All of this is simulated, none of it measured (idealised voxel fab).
process module | voxel capacitor over wiring
cross-section cut | 165 nm wide | cells 5 nm
A cross-section is a grid of square cells, given in bands from the top down. A band is one or more rows of cells.
Each band's line starts with the height of the band's top and of its bottom, in nm. Then come its materials from left to right, each with its width in nm. One material with "throughout" fills the band from edge to edge. "air" is empty space.
Height 0 is the level under which the wafer as received is all one material. The lowest band goes on downwards, as in "0 down".
A width such as "30 to 40" changes by the same amount from each row of cells to the next, from the band's top row to its bottom row.
"no change" after a step means that no cell of the cross-section changed.
closed voids: empty space of 8 cells or more with no open way to the top, each as width x height at its distance from the left edge, in nm
after a step's settings: what the simulator itself notes on the step
overlay nm, on a step with a mask: how far to the right of its planned place the mask lay; to the left if negative
plan
1 op RECEIVE | material Si
2 op CONFORMAL_DEP | material SiO2 | thk nm 15
3 op DIRECTIONAL_DEP | material TiN | thk nm 5
4 op DIRECTIONAL_DEP | material W | thk nm 15
5 op DIRECTIONAL_DEP | material aC | thk nm 10
6 op PATTERN | tone cover | mask id METAL_1 | material resist | width nm 30 | pitch nm 80 | thk nm 25 | overlay nm 0
7 op DIRECTIONAL_ETCH | etch materials aC | depth nm 10
8 op STRIP | etch materials resist
9 op DIRECTIONAL_ETCH | etch materials W | depth nm 15
10 op DIRECTIONAL_ETCH | etch materials TiN | depth nm 5
11 op STRIP | etch materials aC
12 op CONFORMAL_DEP | material SiCN | thk nm 5
13 op FILL_DEP | material lowk | thk nm 5
14 op CMP | height nm 35
15 op CONFORMAL_DEP | material SiCN | thk nm 5
16 op DIRECTIONAL_DEP | material SiO2 | thk nm 15
17 op MASKED_ETCH | tone open | mask id PLUG_1 | width nm 15 | etch materials SiO2 | depth nm 15 | overlay nm 0
18 op MASKED_ETCH | tone open | mask id PLUG_1 | width nm 15 | etch materials SiCN | depth nm 5 | overlay nm 0
19 op EPI | material Ru | thk nm 10
20 op EPI | material Ru | thk nm 10
21 op DIRECTIONAL_DEP | material TiN | thk nm 10
22 op DIRECTIONAL_DEP | material SiN | thk nm 5
23 op DIRECTIONAL_DEP | material TiN | thk nm 5
24 op PATTERN | tone cover | mask id UPPER_PLATE | material resist | width nm 55 | thk nm 15 | overlay nm 0
25 op DIRECTIONAL_ETCH | etch materials TiN | depth nm 5
26 op DIRECTIONAL_ETCH | etch materials SiN | depth nm 5
27 op STRIP | etch materials resist
28 op MASKED_ETCH | tone cover | mask id LOWER_PLATE | width nm 65 | etch materials TiN | depth nm 10 | overlay nm 0
29 op FILL_DEP | material SiO2 | thk nm 15
30 op CMP | height nm 85
31 op MASKED_ETCH | tone open | mask id PLUG_2 | width nm 15 | etch materials SiO2 | depth nm 10 | overlay nm 0
32 op CONFORMAL_DEP | material TiN | thk nm 5
33 op FILL_DEP | material Cu | thk nm 5
34 op CMP | height nm 85
35 op CONFORMAL_DEP | material SiN | thk nm 5
first wafer, as planned
as received, after step 1
  0 down: Si throughout
  closed voids: none
after step 2
  15 to 0: SiO2 throughout
  below 0: unchanged
after step 3
  20 to 15: TiN throughout
  below 15: unchanged
after step 4
  35 to 20: W throughout
  below 20: unchanged
after step 5
  45 to 35: aC throughout
  below 35: unchanged
after step 6
  70 to 45: air 25 | resist 30 | air 50 | resist 30 | air 30
  below 45: unchanged
after step 7
  60 to 45: air 25 | resist 30 | air 50 | resist 30 | air 30
  45 to 35: air 25 | aC 30 | air 50 | aC 30 | air 30
  below 35: unchanged
after step 8
  45 to 35: air 25 | aC 30 | air 50 | aC 30 | air 30
  below 35: unchanged
after step 9
  45 to 35: air 25 | aC 30 | air 50 | aC 30 | air 30
  35 to 20: air 25 | W 30 | air 50 | W 30 | air 30
  below 20: unchanged
after step 10
  45 to 35: air 25 | aC 30 | air 50 | aC 30 | air 30
  35 to 20: air 25 | W 30 | air 50 | W 30 | air 30
  20 to 15: air 25 | TiN 30 | air 50 | TiN 30 | air 30
  below 15: unchanged
after step 11
  35 to 20: air 25 | W 30 | air 50 | W 30 | air 30
  below 20: unchanged
after step 12
  40 to 35: air 20 | SiCN 40 | air 40 | SiCN 40 | air 25
  35 to 20: air 20 | SiCN 5 | W 30 | SiCN 5 | air 40 | SiCN 5 | W 30 | SiCN 5 | air 25
  20 to 15: SiCN 25 | TiN 30 | SiCN 50 | TiN 30 | SiCN 30
  below 15: unchanged
after step 13
  45 to 40: lowk throughout
  40 to 35: lowk 20 | SiCN 40 | lowk 40 | SiCN 40 | lowk 25
  35 to 20: lowk 20 | SiCN 5 | W 30 | SiCN 5 | lowk 40 | SiCN 5 | W 30 | SiCN 5 | lowk 25
  below 20: unchanged
after step 14
  35 to 20: lowk 20 | SiCN 5 | W 30 | SiCN 5 | lowk 40 | SiCN 5 | W 30 | SiCN 5 | lowk 25
  below 20: unchanged
after step 15
  40 to 35: SiCN throughout
  below 35: unchanged
after step 16
  55 to 40: SiO2 throughout
  below 40: unchanged
after step 17
  55 to 40: SiO2 40 | air 15 | SiO2 110
  below 40: unchanged
after step 18
  55 to 40: SiO2 40 | air 15 | SiO2 110
  40 to 35: SiCN 40 | air 15 | SiCN 110
  below 35: unchanged
after step 19
  55 to 45: SiO2 40 | air 15 | SiO2 110
  45 to 40: SiO2 40 | Ru 15 | SiO2 110
  40 to 35: SiCN 40 | Ru 15 | SiCN 110
  below 35: unchanged
after step 20
  55 to 40: SiO2 40 | Ru 15 | SiO2 110
  below 40: unchanged
after step 21
  65 to 55: TiN throughout
  below 55: unchanged
after step 22
  70 to 65: SiN throughout
  below 65: unchanged
after step 23
  75 to 70: TiN throughout
  below 70: unchanged
after step 24
  90 to 75: air 40 | resist 55 | air 70
  below 75: unchanged
after step 25
  90 to 75: air 40 | resist 55 | air 70
  75 to 70: air 40 | TiN 55 | air 70
  below 70: unchanged
after step 26
  90 to 75: air 40 | resist 55 | air 70
  75 to 70: air 40 | TiN 55 | air 70
  70 to 65: air 40 | SiN 55 | air 70
  below 65: unchanged
after step 27
  75 to 70: air 40 | TiN 55 | air 70
  below 70: unchanged
after step 28
  75 to 70: air 40 | TiN 55 | air 70
  70 to 65: air 40 | SiN 55 | air 70
  65 to 55: air 35 | TiN 65 | air 65
  below 55: unchanged
after step 29
  90 to 75: SiO2 throughout
  75 to 70: SiO2 40 | TiN 55 | SiO2 70
  70 to 65: SiO2 40 | SiN 55 | SiO2 70
  65 to 55: SiO2 35 | TiN 65 | SiO2 65
  below 55: unchanged
after step 30
  85 to 75: SiO2 throughout
  below 75: unchanged
after step 31
  85 to 75: SiO2 50 | air 15 | SiO2 100
  below 75: unchanged
after step 32
  90 to 85: TiN 55 | air 5 | TiN 105
  85 to 80: SiO2 50 | TiN 5 | air 5 | TiN 5 | SiO2 100
  80 to 70: SiO2 50 to 40 | TiN 15 to 55 | SiO2 100 to 70
  below 70: unchanged
after step 33
  95 to 90: Cu throughout
  90 to 85: TiN 55 | Cu 5 | TiN 105
  85 to 80: SiO2 50 | TiN 5 | Cu 5 | TiN 5 | SiO2 100
  below 80: unchanged
after step 34
  85 to 80: SiO2 50 | TiN 5 | Cu 5 | TiN 5 | SiO2 100
  below 80: unchanged
after step 35
  90 to 85: SiN throughout
  below 85: unchanged
second wafer: like start, like plan, one mistake. Through step 5 it matches the first wafer
when step 6 should have ended
  70 to 45: air 20 | resist 40 | air 40 | resist 40 | air 25
  below 45: unchanged
when step 7 should have ended
  60 to 45: air 20 | resist 40 | air 40 | resist 40 | air 25
  45 to 35: air 20 | aC 40 | air 40 | aC 40 | air 25
  below 35: unchanged
when step 8 should have ended
  45 to 35: air 20 | aC 40 | air 40 | aC 40 | air 25
  below 35: unchanged
when step 9 should have ended
  45 to 35: air 20 | aC 40 | air 40 | aC 40 | air 25
  35 to 20: air 20 | W 40 | air 40 | W 40 | air 25
  below 20: unchanged
when step 10 should have ended
  45 to 35: air 20 | aC 40 | air 40 | aC 40 | air 25
  35 to 20: air 20 | W 40 | air 40 | W 40 | air 25
  20 to 15: air 20 | TiN 40 | air 40 | TiN 40 | air 25
  below 15: unchanged
when step 11 should have ended
  35 to 20: air 20 | W 40 | air 40 | W 40 | air 25
  below 20: unchanged
when step 12 should have ended
  40 to 35: air 15 | SiCN 50 | air 30 | SiCN 50 | air 20
  35 to 20: air 15 | SiCN 5 | W 40 | SiCN 5 | air 30 | SiCN 5 | W 40 | SiCN 5 | air 20
  20 to 15: SiCN 20 | TiN 40 | SiCN 40 | TiN 40 | SiCN 25
  below 15: unchanged
when step 13 should have ended
  45 to 40: lowk throughout
  40 to 35: lowk 15 | SiCN 50 | lowk 30 | SiCN 50 | lowk 20
  35 to 20: lowk 15 | SiCN 5 | W 40 | SiCN 5 | lowk 30 | SiCN 5 | W 40 | SiCN 5 | lowk 20
  below 20: unchanged
when step 14 should have ended
  35 to 20: lowk 15 | SiCN 5 | W 40 | SiCN 5 | lowk 30 | SiCN 5 | W 40 | SiCN 5 | lowk 20
  below 20: unchanged
when step 15 should have ended
  40 to 35: SiCN throughout
  below 35: unchanged
when step 16 should have ended
  55 to 40: SiO2 throughout
  below 40: unchanged
when step 17 should have ended
  55 to 40: SiO2 40 | air 15 | SiO2 110
  below 40: unchanged
when step 18 should have ended
  55 to 40: SiO2 40 | air 15 | SiO2 110
  40 to 35: SiCN 40 | air 15 | SiCN 110
  below 35: unchanged
when step 19 should have ended
  55 to 45: SiO2 40 | air 15 | SiO2 110
  45 to 40: SiO2 40 | Ru 15 | SiO2 110
  40 to 35: SiCN 40 | Ru 15 | SiCN 110
  below 35: unchanged
when step 20 should have ended
  55 to 40: SiO2 40 | Ru 15 | SiO2 110
  below 40: unchanged
when step 21 should have ended
  65 to 55: TiN throughout
  below 55: unchanged
when step 22 should have ended
  70 to 65: SiN throughout
  below 65: unchanged
when step 23 should have ended
  75 to 70: TiN throughout
  below 70: unchanged
when step 24 should have ended
  90 to 75: air 40 | resist 55 | air 70
  below 75: unchanged
when step 25 should have ended
  90 to 75: air 40 | resist 55 | air 70
  75 to 70: air 40 | TiN 55 | air 70
  below 70: unchanged
when step 26 should have ended
  90 to 75: air 40 | resist 55 | air 70
  75 to 70: air 40 | TiN 55 | air 70
  70 to 65: air 40 | SiN 55 | air 70
  below 65: unchanged
when step 27 should have ended
  75 to 70: air 40 | TiN 55 | air 70
  below 70: unchanged
when step 28 should have ended
  75 to 70: air 40 | TiN 55 | air 70
  70 to 65: air 40 | SiN 55 | air 70
  65 to 55: air 35 | TiN 65 | air 65
  below 55: unchanged
when step 29 should have ended
  90 to 75: SiO2 throughout
  75 to 70: SiO2 40 | TiN 55 | SiO2 70
  70 to 65: SiO2 40 | SiN 55 | SiO2 70
  65 to 55: SiO2 35 | TiN 65 | SiO2 65
  below 55: unchanged
when step 30 should have ended
  85 to 75: SiO2 throughout
  below 75: unchanged
when step 31 should have ended
  85 to 75: SiO2 50 | air 15 | SiO2 100
  below 75: unchanged
when step 32 should have ended
  90 to 85: TiN 55 | air 5 | TiN 105
  85 to 80: SiO2 50 | TiN 5 | air 5 | TiN 5 | SiO2 100
  80 to 70: SiO2 50 to 40 | TiN 15 to 55 | SiO2 100 to 70
  below 70: unchanged
when step 33 should have ended
  95 to 90: Cu throughout
  90 to 85: TiN 55 | Cu 5 | TiN 105
  85 to 80: SiO2 50 | TiN 5 | Cu 5 | TiN 5 | SiO2 100
  below 80: unchanged
when step 34 should have ended
  85 to 80: SiO2 50 | TiN 5 | Cu 5 | TiN 5 | SiO2 100
  below 80: unchanged
when step 35 should have ended
  90 to 85: SiN throughout
  below 85: unchanged
what went wrong: step 6 ran as: op PATTERN | tone cover | mask id METAL_1 | material resist | width nm 40 | pitch nm 80 | thk nm 25 | overlay nm 0
at the end the second wafer has, in cells: 4 fewer of SiCN | 4 more of TiN | 12 more of W | 12 fewer of lowk
